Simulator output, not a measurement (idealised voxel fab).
Presented below is a process module, voxel spacer lines.
The cross-section on display is named cut; it measures 180 nm wide, and its cells are 5 nm squares.
Each cross-section below is a grid of square cells, stated as bands in top-down order, with one or more rows of cells making up each band.
The entry gives the band's vertical extent as a top height and a bottom height in nm, then its horizontal make-up as materials from left to right, each with a width in nm. "empty" stands for empty space; a single material marked "throughout" fills the band edge to edge.
It should be noted that heights are counted from 0, beneath which the wafer as supplied is of one material throughout, and that the lowest band possesses no lower boundary but continues downward, as written in "0 down".
The expression "30->40" gives the width at the extremes of the band, the first number at its top row of cells and the second at its bottom row, with the width changing by equal amounts from each row to the next in between.
Basically "stayed the same" means that step didn't change any cell in the cross-section.
Voids not open to the top, 8 cells minimum: see "Trapped voids". Written width x height at distance; distance is from the left edge; nm.
Where a step's line continues beyond its settings, the continuation is a remark by the simulator itself on that step.
overlay nm: right-of-plan distance of the mask on a masked step; negative values mean left-of-plan.
So the way this works: pairs, before and after one process step. The after picture only goes down to the lowest band that actually changed, nothing below. Step and its settings are under each pair. And watch out, pairs might come from different runs of this module, same starting wafer though, so a pair only follows on from the one above if its "Pre-process" entry tells you so.

# Pre-process
* 0 down: Si throughout
* Trapped voids: none

# Resultant Cross-Section
* 10 to 0: Al2O3 throughout
* Anything lower than 0 is untouched.
* Trapped voids: none
What was done to get from the before section above to the after section? CONFORMAL_DEP, material Al2O3, thk nm 10

Pre-process: after-step cross-section of the pair just above applies.

# Resultant Cross-Section
* 20 to 10: TiN throughout
* Anything lower than 10 is untouched.
* Trapped voids: none
What was done to get from the before section above to the after section? DIRECTIONAL_DEP, material TiN, thk nm 10

Pre-process: after-step cross-section of the pair just above applies.

# Resultant Cross-Section
* 50 to 20: aC throughout
* Anything lower than 20 is untouched.
* Trapped voids: none
What was done to get from the before section above to the after section? DIRECTIONAL_DEP, material aC, thk nm 30

Pre-process: after-step cross-section of the pair just above applies.

# Resultant Cross-Section
* 85 to 50: 40 empty | 25 resist | 45 empty | 25 resist | 45 empty
* Anything lower than 50 is untouched.
* Trapped voids: none
What was done to get from the before section above to the after section? PATTERN, tone cover, mask id MANDREL, material resist, width nm 25, pitch nm 70, thk nm 35, overlay nm 0

Pre-process: after-step cross-section of the pair just above applies.

# Resultant Cross-Section
* 55 to 50: 40 empty | 25 resist | 45 empty | 25 resist | 45 empty
* 50 to 20: 40 empty | 25 aC | 45 empty | 25 aC | 45 empty
* Anything lower than 20 is untouched.
* Trapped voids: none
What was done to get from the before section above to the after section? DIRECTIONAL_ETCH, etch materials aC, depth nm 30

Pre-process: after-step cross-section of the pair just above applies.

# Resultant Cross-Section
* 50 to 20: 40 empty | 25 aC | 45 empty | 25 aC | 45 empty
* Anything lower than 20 is untouched.
* Trapped voids: none
What was done to get from the before section above to the after section? STRIP, etch materials resist

Pre-process: after-step cross-section of the pair just above applies.

# Resultant Cross-Section
* 60 to 50: 30 empty | 45 SiN | 25 empty | 45 SiN | 35 empty
* 50 to 30: 30 empty | 10 SiN | 25 aC | 10 SiN | 25 empty | 10 SiN | 25 aC | 10 SiN | 35 empty
* 30 to 20: 40 SiN | 25 aC | 45 SiN | 25 aC | 45 SiN
* Anything lower than 20 is untouched.
* Trapped voids: none
What was done to get from the before section above to the after section? CONFORMAL_DEP, material SiN, thk nm 10

Pre-process: after-step cross-section of the pair just above applies.

# Resultant Cross-Section
* 50 to 20: 30 empty | 10 SiN | 25 aC | 10 SiN | 25 empty | 10 SiN | 25 aC | 10 SiN | 35 empty
* Anything lower than 20 is untouched.
* Trapped voids: none
What was done to get from the before section above to the after section? DIRECTIONAL_ETCH, etch materials SiN, depth nm 10

Pre-process: after-step cross-section of the pair just above applies.

# Resultant Cross-Section
* 50 to 20: 30 empty | 10 SiN | 25 empty | 10 SiN | 25 empty | 10 SiN | 25 empty | 10 SiN | 35 empty
* Anything lower than 20 is untouched.
* Trapped voids: none
What was done to get from the before section above to the after section? STRIP, etch materials aC

Pre-process: after-step cross-section of the pair just above applies.

# Resultant Cross-Section
* 50 to 20: 30 empty | 10 SiN | 25 empty | 10 SiN | 25 empty | 10 SiN | 25 empty | 10 SiN | 35 empty
* 20 to 10: 30 empty | 10 TiN | 25 empty | 10 TiN | 25 empty | 10 TiN | 25 empty | 10 TiN | 35 empty
* Anything lower than 10 is untouched.
* Trapped voids: none
What was done to get from the before section above to the after section? DIRECTIONAL_ETCH, etch materials TiN, depth nm 10

Pre-process: after-step cross-section of the pair just above applies.

# Resultant Cross-Section
* 20 to 10: 30 empty | 10 TiN | 25 empty | 10 TiN | 25 empty | 10 TiN | 25 empty | 10 TiN | 35 empty
* Anything lower than 10 is untouched.
* Trapped voids: none
What was done to get from the before section above to the after section? STRIP, etch materials SiN

Pre-process: after-step cross-section of the pair just above applies.

# Resultant Cross-Section
* 30 to 20: lowk throughout
* 20 to 10: 30 lowk | 10 TiN | 25 lowk | 10 TiN | 25 lowk | 10 TiN | 25 lowk | 10 TiN | 35 lowk
* Anything lower than 10 is untouched.
* Trapped voids: none
What was done to get from the before section above to the after section? FILL_DEP, material lowk, thk nm 10

Pre-process: after-step cross-section of the pair just above applies.

# Resultant Cross-Section
* 20 to 10: 30 lowk | 10 TiN | 25 lowk | 10 TiN | 25 lowk | 10 TiN | 25 lowk | 10 TiN | 35 lowk
* Anything lower than 10 is untouched.
* Trapped voids: none
What was done to get from the before section above to the after section? CMP, height nm 20

# Pre-process
* 0 down: Si throughout
* Trapped voids: none

# Resultant Cross-Section
* 10 to 0: TiN throughout
* Anything lower than 0 is untouched.
* Trapped voids: none
What was done to get from the before section above to the after section? DIRECTIONAL_DEP, material TiN, thk nm 10

Pre-process: after-step cross-section of the pair just above applies.

# Resultant Cross-Section
* 40 to 10: aC throughout
* Anything lower than 10 is untouched.
* Trapped voids: none
What was done to get from the before section above to the after section? DIRECTIONAL_DEP, material aC, thk nm 30

Pre-process: after-step cross-section of the pair just above applies.

# Resultant Cross-Section
* 75 to 40: 40 empty | 25 resist | 45 empty | 25 resist | 45 empty
* Anything lower than 40 is untouched.
* Trapped voids: none
What was done to get from the before section above to the after section? PATTERN, tone cover, mask id MANDREL, material resist, width nm 25, pitch nm 70, thk nm 35, overlay nm 0

Pre-process: after-step cross-section of the pair just above applies.

# Resultant Cross-Section
* 45 to 40: 40 empty | 25 resist | 45 empty | 25 resist | 45 empty
* 40 to 10: 40 empty | 25 aC | 45 empty | 25 aC | 45 empty
* Anything lower than 10 is untouched.
* Trapped voids: none
What was done to get from the before section above to the after section? DIRECTIONAL_ETCH, etch materials aC, depth nm 30

Pre-process: after-step cross-section of the pair just above applies.

# Resultant Cross-Section
* 40 to 10: 40 empty | 25 aC | 45 empty | 25 aC | 45 empty
* Anything lower than 10 is untouched.
* Trapped voids: none
What was done to get from the before section above to the after section? STRIP, etch materials resist

Pre-process: after-step cross-section of the pair just above applies.

# Resultant Cross-Section
* 50 to 40: 30 empty | 45 SiN | 25 empty | 45 SiN | 35 empty
* 40 to 20: 30 empty | 10 SiN | 25 aC | 10 SiN | 25 empty | 10 SiN | 25 aC | 10 SiN | 35 empty
* 20 to 10: 40 SiN | 25 aC | 45 SiN | 25 aC | 45 SiN
* Anything lower than 10 is untouched.
* Trapped voids: none
What was done to get from the before section above to the after section? CONFORMAL_DEP, material SiN, thk nm 10

Pre-process: after-step cross-section of the pair just above applies.

# Resultant Cross-Section
* 40 to 10: 30 empty | 10 SiN | 25 aC | 10 SiN | 25 empty | 10 SiN | 25 aC | 10 SiN | 35 empty
* Anything lower than 10 is untouched.
* Trapped voids: none
What was done to get from the before section above to the after section? DIRECTIONAL_ETCH, etch materials SiN, depth nm 10

Pre-process: after-step cross-section of the pair just above applies.

# Resultant Cross-Section
* 40 to 10: 30 empty | 10 SiN | 25 empty | 10 SiN | 25 empty | 10 SiN | 25 empty | 10 SiN | 35 empty
* Anything lower than 10 is untouched.
* Trapped voids: none
What was done to get from the before section above to the after section? STRIP, etch materials aC

Pre-process: after-step cross-section of the pair just above applies.

# Resultant Cross-Section
* 40 to 10: 30 empty | 10 SiN | 25 empty | 10 SiN | 25 empty | 10 SiN | 25 empty | 10 SiN | 35 empty
* 10 to 0: 30 empty | 10 TiN | 25 empty | 10 TiN | 25 empty | 10 TiN | 25 empty | 10 TiN | 35 empty
* Anything lower than 0 is untouched.
* Trapped voids: none
What was done to get from the before section above to the after section? DIRECTIONAL_ETCH, etch materials TiN, depth nm 10

Pre-process: after-step cross-section of the pair just above applies.

# Resultant Cross-Section
* 10 to 0: 30 empty | 10 TiN | 25 empty | 10 TiN | 25 empty | 10 TiN | 25 empty | 10 TiN | 35 empty
* Anything lower than 0 is untouched.
* Trapped voids: none
What was done to get from the before section above to the after section? STRIP, etch materials SiN

Pre-process: after-step cross-section of the pair just above applies.

# Resultant Cross-Section
* 20 to 10: lowk throughout
* 10 to 0: 30 lowk | 10 TiN | 25 lowk | 10 TiN | 25 lowk | 10 TiN | 25 lowk | 10 TiN | 35 lowk
* Anything lower than 0 is untouched.
* Trapped voids: none
What was done to get from the before section above to the after section? FILL_DEP, material lowk, thk nm 10

# Pre-process
* 55 to 50: 40 empty | 25 resist | 45 empty | 25 resist | 45 empty
* 50 to 20: 40 empty | 25 aC | 45 empty | 25 aC | 45 empty
* 20 to 10: TiN throughout
* 10 to 0: Al2O3 throughout
* 0 down: Si throughout
* Trapped voids: none

# Resultant Cross-Section
* 25 to 20: 40 empty | 25 aC | 45 empty | 25 aC | 45 empty
* Anything lower than 20 is untouched.
* Trapped voids: none
What was done to get from the before section above to the after section? DIRECTIONAL_ETCH, etch materials aC, depth nm 30

Pre-process: after-step cross-section of the pair just above applies.

# Resultant Cross-Section
* 35 to 30: 30 empty | 45 SiN | 25 empty | 45 SiN | 35 empty
* 30 to 25: SiN throughout
* 25 to 20: 40 SiN | 25 aC | 45 SiN | 25 aC | 45 SiN
* Anything lower than 20 is untouched.
* Trapped voids: none
What was done to get from the before section above to the after section? CONFORMAL_DEP, material SiN, thk nm 10

Pre-process: after-step cross-section of the pair just above applies.

# Resultant Cross-Section
* 25 to 20: 30 empty | 10 SiN | 25 aC | 10 SiN | 25 empty | 10 SiN | 25 aC | 10 SiN | 35 empty
* Anything lower than 20 is untouched.
* Trapped voids: none
What was done to get from the before section above to the after section? DIRECTIONAL_ETCH, etch materials SiN, depth nm 10

Pre-process: after-step cross-section of the pair just above applies.

# Resultant Cross-Section
* 25 to 20: 30 empty | 10 SiN | 25 empty | 10 SiN | 25 empty | 10 SiN | 25 empty | 10 SiN | 35 empty
* Anything lower than 20 is untouched.
* Trapped voids: none
What was done to get from the before section above to the after section? STRIP, etch materials aC

Pre-process: after-step cross-section of the pair just above applies.

# Resultant Cross-Section
* 25 to 20: 30 empty | 10 SiN | 25 empty | 10 SiN | 25 empty | 10 SiN | 25 empty | 10 SiN | 35 empty
* 20 to 10: 30 empty | 10 TiN | 25 empty | 10 TiN | 25 empty | 10 TiN | 25 empty | 10 TiN | 35 empty
* Anything lower than 10 is untouched.
* Trapped voids: none
What was done to get from the before section above to the after section? DIRECTIONAL_ETCH, etch materials TiN, depth nm 10

Pre-process: after-step cross-section of the pair just above applies.

# Resultant Cross-Section
* 20 to 10: 30 empty | 10 TiN | 25 empty | 10 TiN | 25 empty | 10 TiN | 25 empty | 10 TiN | 35 empty
* Anything lower than 10 is untouched.
* Trapped voids: none
What was done to get from the before section above to the after section? STRIP, etch materials SiN

# Pre-process
* 10 to 0: Al2O3 throughout
* 0 down: Si throughout
* Trapped voids: none

# Resultant Cross-Section
* 40 to 10: aC throughout
* Anything lower than 10 is untouched.
* Trapped voids: none
What was done to get from the before section above to the after section? DIRECTIONAL_DEP, material aC, thk nm 30

Pre-process: after-step cross-section of the pair just above applies.

# Resultant Cross-Section
* 50 to 40: TiN throughout
* Anything lower than 40 is untouched.
* Trapped voids: none
What was done to get from the before section above to the after section? DIRECTIONAL_DEP, material TiN, thk nm 10

Pre-process: after-step cross-section of the pair just above applies.

# Resultant Cross-Section
* 85 to 50: 40 empty | 25 resist | 45 empty | 25 resist | 45 empty
* Anything lower than 50 is untouched.
* Trapped voids: none
What was done to get from the before section above to the after section? PATTERN, tone cover, mask id MANDREL, material resist, width nm 25, pitch nm 70, thk nm 35, overlay nm 0

Pre-process: after-step cross-section of the pair just above applies.

# Resultant Cross-Section
* 55 to 50: 40 empty | 25 resist | 45 empty | 25 resist | 45 empty
* Anything lower than 50 is untouched.
* Trapped voids: none
What was done to get from the before section above to the after section? DIRECTIONAL_ETCH, etch materials aC, depth nm 30

Pre-process: after-step cross-section of the pair just above applies.

# Resultant Cross-Section
* 50 to 40: TiN throughout
* Anything lower than 40 is untouched.
* Trapped voids: none
What was done to get from the before section above to the after section? STRIP, etch materials resist

Pre-process: after-step cross-section of the pair just above applies.

# Resultant Cross-Section
* 60 to 50: SiN throughout
* Anything lower than 50 is untouched.
* Trapped voids: none
What was done to get from the before section above to the after section? CONFORMAL_DEP, material SiN, thk nm 10

Pre-process: after-step cross-section of the pair just above applies.

# Resultant Cross-Section
* 50 to 40: TiN throughout
* Anything lower than 40 is untouched.
* Trapped voids: none
What was done to get from the before section above to the after section? DIRECTIONAL_ETCH, etch materials SiN, depth nm 10

Pre-process: after-step cross-section of the pair just above applies.

# Resultant Cross-Section
* 40 to 10: aC throughout
* Anything lower than 10 is untouched.
* Trapped voids: none
What was done to get from the before section above to the after section? DIRECTIONAL_ETCH, etch materials TiN, depth nm 10

Pre-process: after-step cross-section of the pair just above applies.

# Resultant Cross-Section
* 50 to 40: lowk throughout
* Anything lower than 40 is untouched.
* Trapped voids: none
What was done to get from the before section above to the after section? FILL_DEP, material lowk, thk nm 10

Pre-process: after-step cross-section of the pair just above applies.

# Resultant Cross-Section
* 20 to 10: aC throughout
* Anything lower than 10 is untouched.
* Trapped voids: none
What was done to get from the before section above to the after section? CMP, height nm 20

# Pre-process
* 0 down: Si throughout
* Trapped voids: none

# Resultant Cross-Section
* 15 to 0: Al2O3 throughout
* Anything lower than 0 is untouched.
* Trapped voids: none
What was done to get from the before section above to the after section? CONFORMAL_DEP, material Al2O3, thk nm 15

Pre-process: after-step cross-section of the pair just above applies.

# Resultant Cross-Section
* 25 to 15: TiN throughout
* Anything lower than 15 is untouched.
* Trapped voids: none
What was done to get from the before section above to the after section? DIRECTIONAL_DEP, material TiN, thk nm 10

Pre-process: after-step cross-section of the pair just above applies.

# Resultant Cross-Section
* 55 to 25: aC throughout
* Anything lower than 25 is untouched.
* Trapped voids: none
What was done to get from the before section above to the after section? DIRECTIONAL_DEP, material aC, thk nm 30

Pre-process: after-step cross-section of the pair just above applies.

# Resultant Cross-Section
* 90 to 55: 40 empty | 25 resist | 45 empty | 25 resist | 45 empty
* Anything lower than 55 is untouched.
* Trapped voids: none
What was done to get from the before section above to the after section? PATTERN, tone cover, mask id MANDREL, material resist, width nm 25, pitch nm 70, thk nm 35, overlay nm 0

Pre-process: after-step cross-section of the pair just above applies.

# Resultant Cross-Section
* 60 to 55: 40 empty | 25 resist | 45 empty | 25 resist | 45 empty
* 55 to 25: 40 empty | 25 aC | 45 empty | 25 aC | 45 empty
* Anything lower than 25 is untouched.
* Trapped voids: none
What was done to get from the before section above to the after section? DIRECTIONAL_ETCH, etch materials aC, depth nm 30

Pre-process: after-step cross-section of the pair just above applies.

# Resultant Cross-Section
* 55 to 25: 40 empty | 25 aC | 45 empty | 25 aC | 45 empty
* Anything lower than 25 is untouched.
* Trapped voids: none
What was done to get from the before section above to the after section? STRIP, etch materials resist

Pre-process: after-step cross-section of the pair just above applies.

# Resultant Cross-Section
* 65 to 55: 30 empty | 45 SiN | 25 empty | 45 SiN | 35 empty
* 55 to 35: 30 empty | 10 SiN | 25 aC | 10 SiN | 25 empty | 10 SiN | 25 aC | 10 SiN | 35 empty
* 35 to 25: 40 SiN | 25 aC | 45 SiN | 25 aC | 45 SiN
* Anything lower than 25 is untouched.
* Trapped voids: none
What was done to get from the before section above to the after section? CONFORMAL_DEP, material SiN, thk nm 10

Pre-process: after-step cross-section of the pair just above applies.

# Resultant Cross-Section
* 55 to 25: 30 empty | 10 SiN | 25 aC | 10 SiN | 25 empty | 10 SiN | 25 aC | 10 SiN | 35 empty
* Anything lower than 25 is untouched.
* Trapped voids: none
What was done to get from the before section above to the after section? DIRECTIONAL_ETCH, etch materials SiN, depth nm 10

Pre-process: after-step cross-section of the pair just above applies.

# Resultant Cross-Section
* 55 to 25: 30 empty | 10 SiN | 25 empty | 10 SiN | 25 empty | 10 SiN | 25 empty | 10 SiN | 35 empty
* Anything lower than 25 is untouched.
* Trapped voids: none
What was done to get from the before section above to the after section? STRIP, etch materials aC

Pre-process: after-step cross-section of the pair just above applies.

# Resultant Cross-Section
* 55 to 25: 30 empty | 10 SiN | 25 empty | 10 SiN | 25 empty | 10 SiN | 25 empty | 10 SiN | 35 empty
* 25 to 15: 30 empty | 10 TiN | 25 empty | 10 TiN | 25 empty | 10 TiN | 25 empty | 10 TiN | 35 empty
* Anything lower than 15 is untouched.
* Trapped voids: none
What was done to get from the before section above to the after section? DIRECTIONAL_ETCH, etch materials TiN, depth nm 10

Pre-process: after-step cross-section of the pair just above applies.

# Resultant Cross-Section
* 25 to 15: 30 empty | 10 TiN | 25 empty | 10 TiN | 25 empty | 10 TiN | 25 empty | 10 TiN | 35 empty
* Anything lower than 15 is untouched.
* Trapped voids: none
What was done to get from the before section above to the after section? STRIP, etch materials SiN

Pre-process: after-step cross-section of the pair just above applies.

# Resultant Cross-Section
* 35 to 25: lowk throughout
* 25 to 15: 30 lowk | 10 TiN | 25 lowk | 10 TiN | 25 lowk | 10 TiN | 25 lowk | 10 TiN | 35 lowk
* Anything lower than 15 is untouched.
* Trapped voids: none
What was done to get from the before section above to the after section? FILL_DEP, material lowk, thk nm 10

Pre-process: after-step cross-section of the pair just above applies.

# Resultant Cross-Section
* 20 to 15: 30 lowk | 10 TiN | 25 lowk | 10 TiN | 25 lowk | 10 TiN | 25 lowk | 10 TiN | 35 lowk
* Anything lower than 15 is untouched.
* Trapped voids: none
What was done to get from the before section above to the after section? CMP, height nm 20

# Pre-process
* 50 to 20: aC throughout
* 20 to 10: TiN throughout
* 10 to 0: Al2O3 throughout
* 0 down: Si throughout
* Trapped voids: none

# Resultant Cross-Section
* 85 to 50: 45 empty | 20 resist | 50 empty | 20 resist | 45 empty
* Anything lower than 50 is untouched.
* Trapped voids: none
What was done to get from the before section above to the after section? PATTERN, tone cover, mask id MANDREL, material resist, width nm 20, pitch nm 70, thk nm 35, overlay nm 0

Pre-process: after-step cross-section of the pair just above applies.

# Resultant Cross-Section
* 55 to 50: 45 empty | 20 resist | 50 empty | 20 resist | 45 empty
* 50 to 20: 45 empty | 20 aC | 50 empty | 20 aC | 45 empty
* Anything lower than 20 is untouched.
* Trapped voids: none
What was done to get from the before section above to the after section? DIRECTIONAL_ETCH, etch materials aC, depth nm 30

Pre-process: after-step cross-section of the pair just above applies.

# Resultant Cross-Section
* 50 to 20: 45 empty | 20 aC | 50 empty | 20 aC | 45 empty
* Anything lower than 20 is untouched.
* Trapped voids: none
What was done to get from the before section above to the after section? STRIP, etch materials resist

Pre-process: after-step cross-section of the pair just above applies.

# Resultant Cross-Section
* 60 to 50: 35 empty | 40 SiN | 30 empty | 40 SiN | 35 empty
* 50 to 30: 35 empty | 10 SiN | 20 aC | 10 SiN | 30 empty | 10 SiN | 20 aC | 10 SiN | 35 empty
* 30 to 20: 45 SiN | 20 aC | 50 SiN | 20 aC | 45 SiN
* Anything lower than 20 is untouched.
* Trapped voids: none
What was done to get from the before section above to the after section? CONFORMAL_DEP, material SiN, thk nm 10

Pre-process: after-step cross-section of the pair just above applies.

# Resultant Cross-Section
* 50 to 20: 35 empty | 10 SiN | 20 aC | 10 SiN | 30 empty | 10 SiN | 20 aC | 10 SiN | 35 empty
* Anything lower than 20 is untouched.
* Trapped voids: none
What was done to get from the before section above to the after section? DIRECTIONAL_ETCH, etch materials SiN, depth nm 10

Pre-process: after-step cross-section of the pair just above applies.

# Resultant Cross-Section
* 50 to 20: 35 empty | 10 SiN | 20 empty | 10 SiN | 30 empty | 10 SiN | 20 empty | 10 SiN | 35 empty
* Anything lower than 20 is untouched.
* Trapped voids: none
What was done to get from the before section above to the after section? STRIP, etch materials aC

Pre-process: after-step cross-section of the pair just above applies.

# Resultant Cross-Section
* 50 to 20: 35 empty | 10 SiN | 20 empty | 10 SiN | 30 empty | 10 SiN | 20 empty | 10 SiN | 35 empty
* 20 to 10: 35 empty | 10 TiN | 20 empty | 10 TiN | 30 empty | 10 TiN | 20 empty | 10 TiN | 35 empty
* Anything lower than 10 is untouched.
* Trapped voids: none
What was done to get from the before section above to the after section? DIRECTIONAL_ETCH, etch materials TiN, depth nm 10

Pre-process: after-step cross-section of the pair just above applies.

# Resultant Cross-Section
* 20 to 10: 35 empty | 10 TiN | 20 empty | 10 TiN | 30 empty | 10 TiN | 20 empty | 10 TiN | 35 empty
* Anything lower than 10 is untouched.
* Trapped voids: none
What was done to get from the before section above to the after section? STRIP, etch materials SiN

Pre-process: after-step cross-section of the pair just above applies.

# Resultant Cross-Section
* 30 to 20: lowk throughout
* 20 to 10: 35 lowk | 10 TiN | 20 lowk | 10 TiN | 30 lowk | 10 TiN | 20 lowk | 10 TiN | 35 lowk
* Anything lower than 10 is untouched.
* Trapped voids: none
What was done to get from the before section above to the after section? FILL_DEP, material lowk, thk nm 10

Pre-process: after-step cross-section of the pair just above applies.

# Resultant Cross-Section
* 20 to 10: 35 lowk | 10 TiN | 20 lowk | 10 TiN | 30 lowk | 10 TiN | 20 lowk | 10 TiN | 35 lowk
* Anything lower than 10 is untouched.
* Trapped voids: none
What was done to get from the before section above to the after section? CMP, height nm 20

# Pre-process
* 50 to 20: aC throughout
* 20 to 10: TiN throughout
* 10 to 0: Al2O3 throughout
* 0 down: Si throughout
* Trapped voids: none

# Resultant Cross-Section
* 85 to 50: 50 empty | 25 resist | 45 empty | 25 resist | 35 empty
* Anything lower than 50 is untouched.
* Trapped voids: none
What was done to get from the before section above to the after section? PATTERN, tone cover, mask id MANDREL, material resist, width nm 25, pitch nm 70, thk nm 35, overlay nm 10

Pre-process: after-step cross-section of the pair just above applies.

# Resultant Cross-Section
* 55 to 50: 50 empty | 25 resist | 45 empty | 25 resist | 35 empty
* 50 to 20: 50 empty | 25 aC | 45 empty | 25 aC | 35 empty
* Anything lower than 20 is untouched.
* Trapped voids: none
What was done to get from the before section above to the after section? DIRECTIONAL_ETCH, etch materials aC, depth nm 30

Pre-process: after-step cross-section of the pair just above applies.

# Resultant Cross-Section
* 50 to 20: 50 empty | 25 aC | 45 empty | 25 aC | 35 empty
* Anything lower than 20 is untouched.
* Trapped voids: none
What was done to get from the before section above to the after section? STRIP, etch materials resist

Pre-process: after-step cross-section of the pair just above applies.

# Resultant Cross-Section
* 60 to 50: 40 empty | 45 SiN | 25 empty | 45 SiN | 25 empty
* 50 to 30: 40 empty | 10 SiN | 25 aC | 10 SiN | 25 empty | 10 SiN | 25 aC | 10 SiN | 25 empty
* 30 to 20: 50 SiN | 25 aC | 45 SiN | 25 aC | 35 SiN
* Anything lower than 20 is untouched.
* Trapped voids: none
What was done to get from the before section above to the after section? CONFORMAL_DEP, material SiN, thk nm 10

Pre-process: after-step cross-section of the pair just above applies.

# Resultant Cross-Section
* 50 to 20: 40 empty | 10 SiN | 25 aC | 10 SiN | 25 empty | 10 SiN | 25 aC | 10 SiN | 25 empty
* Anything lower than 20 is untouched.
* Trapped voids: none
What was done to get from the before section above to the after section? DIRECTIONAL_ETCH, etch materials SiN, depth nm 10

Pre-process: after-step cross-section of the pair just above applies.

# Resultant Cross-Section
* 50 to 20: 40 empty | 10 SiN | 25 empty | 10 SiN | 25 empty | 10 SiN | 25 empty | 10 SiN | 25 empty
* Anything lower than 20 is untouched.
* Trapped voids: none
What was done to get from the before section above to the after section? STRIP, etch materials aC

Pre-process: after-step cross-section of the pair just above applies.

# Resultant Cross-Section
* 50 to 20: 40 empty | 10 SiN | 25 empty | 10 SiN | 25 empty | 10 SiN | 25 empty | 10 SiN | 25 empty
* 20 to 10: 40 empty | 10 TiN | 25 empty | 10 TiN | 25 empty | 10 TiN | 25 empty | 10 TiN | 25 empty
* Anything lower than 10 is untouched.
* Trapped voids: none
What was done to get from the before section above to the after section? DIRECTIONAL_ETCH, etch materials TiN, depth nm 10

Pre-process: after-step cross-section of the pair just above applies.

# Resultant Cross-Section
* 20 to 10: 40 empty | 10 TiN | 25 empty | 10 TiN | 25 empty | 10 TiN | 25 empty | 10 TiN | 25 empty
* Anything lower than 10 is untouched.
* Trapped voids: none
What was done to get from the before section above to the after section? STRIP, etch materials SiN

Pre-process: after-step cross-section of the pair just above applies.

# Resultant Cross-Section
* 30 to 20: lowk throughout
* 20 to 10: 40 lowk | 10 TiN | 25 lowk | 10 TiN | 25 lowk | 10 TiN | 25 lowk | 10 TiN | 25 lowk
* Anything lower than 10 is untouched.
* Trapped voids: none
What was done to get from the before section above to the after section? FILL_DEP, material lowk, thk nm 10

Pre-process: after-step cross-section of the pair just above applies.

# Resultant Cross-Section
* 20 to 10: 40 lowk | 10 TiN | 25 lowk | 10 TiN | 25 lowk | 10 TiN | 25 lowk | 10 TiN | 25 lowk
* Anything lower than 10 is untouched.
* Trapped voids: none
What was done to get from the before section above to the after section? CMP, height nm 20

# Pre-process
* 0 down: Si throughout
* Trapped voids: none

# Resultant Cross-Section
* 10 to 0: lowk throughout
* Anything lower than 0 is untouched.
* Trapped voids: none
What was done to get from the before section above to the after section? CONFORMAL_DEP, material lowk, thk nm 10

Pre-process: after-step cross-section of the pair just above applies.

# Resultant Cross-Section
* 20 to 10: TiN throughout
* Anything lower than 10 is untouched.
* Trapped voids: none
What was done to get from the before section above to the after section? DIRECTIONAL_DEP, material TiN, thk nm 10

Pre-process: after-step cross-section of the pair just above applies.

# Resultant Cross-Section
* 50 to 20: aC throughout
* Anything lower than 20 is untouched.
* Trapped voids: none
What was done to get from the before section above to the after section? DIRECTIONAL_DEP, material aC, thk nm 30

Pre-process: after-step cross-section of the pair just above applies.

# Resultant Cross-Section
* 85 to 50: 40 empty | 25 resist | 45 empty | 25 resist | 45 empty
* Anything lower than 50 is untouched.
* Trapped voids: none
What was done to get from the before section above to the after section? PATTERN, tone cover, mask id MANDREL, material resist, width nm 25, pitch nm 70, thk nm 35, overlay nm 0

Pre-process: after-step cross-section of the pair just above applies.

# Resultant Cross-Section
* 55 to 50: 40 empty | 25 resist | 45 empty | 25 resist | 45 empty
* 50 to 20: 40 empty | 25 aC | 45 empty | 25 aC | 45 empty
* Anything lower than 20 is untouched.
* Trapped voids: none
What was done to get from the before section above to the after section? DIRECTIONAL_ETCH, etch materials aC, depth nm 30

Pre-process: after-step cross-section of the pair just above applies.

# Resultant Cross-Section
* 50 to 20: 40 empty | 25 aC | 45 empty | 25 aC | 45 empty
* Anything lower than 20 is untouched.
* Trapped voids: none
What was done to get from the before section above to the after section? STRIP, etch materials resist

Pre-process: after-step cross-section of the pair just above applies.

# Resultant Cross-Section
* 60 to 50: 30 empty | 45 SiN | 25 empty | 45 SiN | 35 empty
* 50 to 30: 30 empty | 10 SiN | 25 aC | 10 SiN | 25 empty | 10 SiN | 25 aC | 10 SiN | 35 empty
* 30 to 20: 40 SiN | 25 aC | 45 SiN | 25 aC | 45 SiN
* Anything lower than 20 is untouched.
* Trapped voids: none
What was done to get from the before section above to the after section? CONFORMAL_DEP, material SiN, thk nm 10

Pre-process: after-step cross-section of the pair just above applies.

# Resultant Cross-Section
* 50 to 20: 30 empty | 10 SiN | 25 aC | 10 SiN | 25 empty | 10 SiN | 25 aC | 10 SiN | 35 empty
* Anything lower than 20 is untouched.
* Trapped voids: none
What was done to get from the before section above to the after section? DIRECTIONAL_ETCH, etch materials SiN, depth nm 10

Pre-process: after-step cross-section of the pair just above applies.

# Resultant Cross-Section
* 50 to 20: 30 empty | 10 SiN | 25 empty | 10 SiN | 25 empty | 10 SiN | 25 empty | 10 SiN | 35 empty
* Anything lower than 20 is untouched.
* Trapped voids: none
What was done to get from the before section above to the after section? STRIP, etch materials aC

Pre-process: after-step cross-section of the pair just above applies.

# Resultant Cross-Section
* 50 to 20: 30 empty | 10 SiN | 25 empty | 10 SiN | 25 empty | 10 SiN | 25 empty | 10 SiN | 35 empty
* 20 to 10: 30 empty | 10 TiN | 25 empty | 10 TiN | 25 empty | 10 TiN | 25 empty | 10 TiN | 35 empty
* Anything lower than 10 is untouched.
* Trapped voids: none
What was done to get from the before section above to the after section? DIRECTIONAL_ETCH, etch materials TiN, depth nm 10

Pre-process: after-step cross-section of the pair just above applies.

# Resultant Cross-Section
* 20 to 10: 30 empty | 10 TiN | 25 empty | 10 TiN | 25 empty | 10 TiN | 25 empty | 10 TiN | 35 empty
* Anything lower than 10 is untouched.
* Trapped voids: none
What was done to get from the before section above to the after section? STRIP, etch materials SiN

Pre-process: after-step cross-section of the pair just above applies.

# Resultant Cross-Section
* 30 to 20: lowk throughout
* 20 to 10: 30 lowk | 10 TiN | 25 lowk | 10 TiN | 25 lowk | 10 TiN | 25 lowk | 10 TiN | 35 lowk
* Anything lower than 10 is untouched.
* Trapped voids: none
What was done to get from the before section above to the after section? FILL_DEP, material lowk, thk nm 10

Pre-process: after-step cross-section of the pair just above applies.

# Resultant Cross-Section
* 20 to 10: 30 lowk | 10 TiN | 25 lowk | 10 TiN | 25 lowk | 10 TiN | 25 lowk | 10 TiN | 35 lowk
* Anything lower than 10 is untouched.
* Trapped voids: none
What was done to get from the before section above to the after section? CMP, height nm 20

# Pre-process
* 50 to 20: aC throughout
* 20 to 10: TiN throughout
* 10 to 0: Al2O3 throughout
* 0 down: Si throughout
* Trapped voids: none

# Resultant Cross-Section
* 85 to 50: 40 resist | 25 empty | 45 resist | 25 empty | 45 resist
* Anything lower than 50 is untouched.
* Trapped voids: none
What was done to get from the before section above to the after section? PATTERN, tone open, mask id MANDREL, material resist, width nm 25, pitch nm 70, thk nm 35, overlay nm 0
